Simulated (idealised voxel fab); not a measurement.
process module | voxel ribs on slabs
cross-section cut | 275 nm wide | cells 5 nm
A cross-section is a grid of square cells, given in bands from the top down. A band is one or more rows of cells.
Each band's line starts with the height of the band's top and of its bottom, in nm. Then come its materials from left to right, each with its width in nm. One material with "throughout" fills the band from edge to edge. "air" is empty space.
Height 0 is the level under which the wafer as received is all one material. The lowest band goes on downwards, as in "0 down".
A width such as "30 to 40" changes by the same amount from each row of cells to the next, from the band's top row to its bottom row.
"no change" after a step means that no cell of the cross-section changed.
closed voids: empty space of 8 cells or more with no open way to the top, each as width x height at its distance from the left edge, in nm
after a step's settings: what the simulator itself notes on the step
overlay nm, on a step with a mask: how far to the right of its planned place the mask lay; to the left if negative
plan
1 op RECEIVE | material Si
2 op DIRECTIONAL_DEP | material SiO2 | thk nm 20
3 op DIRECTIONAL_DEP | material polySi | thk nm 15
4 op DIRECTIONAL_DEP | material aC | thk nm 15
5 op PATTERN | tone cover | mask id RIB | material resist | width nm 15 | thk nm 30 | overlay nm 0
6 op DIRECTIONAL_ETCH | etch materials aC | depth nm 15
7 op STRIP | etch materials resist
8 op DIRECTIONAL_ETCH | etch materials polySi | depth nm 10
9 op STRIP | etch materials aC
10 op MASKED_ETCH | tone cover | mask id SLAB | width nm 75 | etch materials polySi | depth nm 5 | overlay nm 0
11 op FILL_DEP | material SiO2 | thk nm 15
12 op CMP | height nm 45
13 op DIRECTIONAL_DEP | material W | thk nm 10
14 op MASKED_ETCH | tone cover | mask id HEATER | width nm 25 | etch materials W | depth nm 10 | overlay nm 0
15 op CONFORMAL_DEP | material SiO2 | thk nm 5
as received, after step 1
  0 down: Si throughout
  closed voids: none
a wafer at the end: this start, this plan, one mistake
  60 to 55: air 120 | SiO2 35 | air 120
  55 to 50: air 120 | SiO2 5 | W 25 | SiO2 5 | air 120
  50 to 45: SiO2 125 | W 25 | SiO2 125
  45 to 35: SiO2 throughout
  35 to 25: SiO2 140 | polySi 15 | SiO2 120
  25 to 20: SiO2 100 | polySi 75 | SiO2 100
  20 to 0: SiO2 throughout
  0 down: Si throughout
  closed voids: none
what went wrong: step 5 ran as: op PATTERN | tone cover | mask id RIB | material resist | width nm 15 | thk nm 30 | overlay nm 10
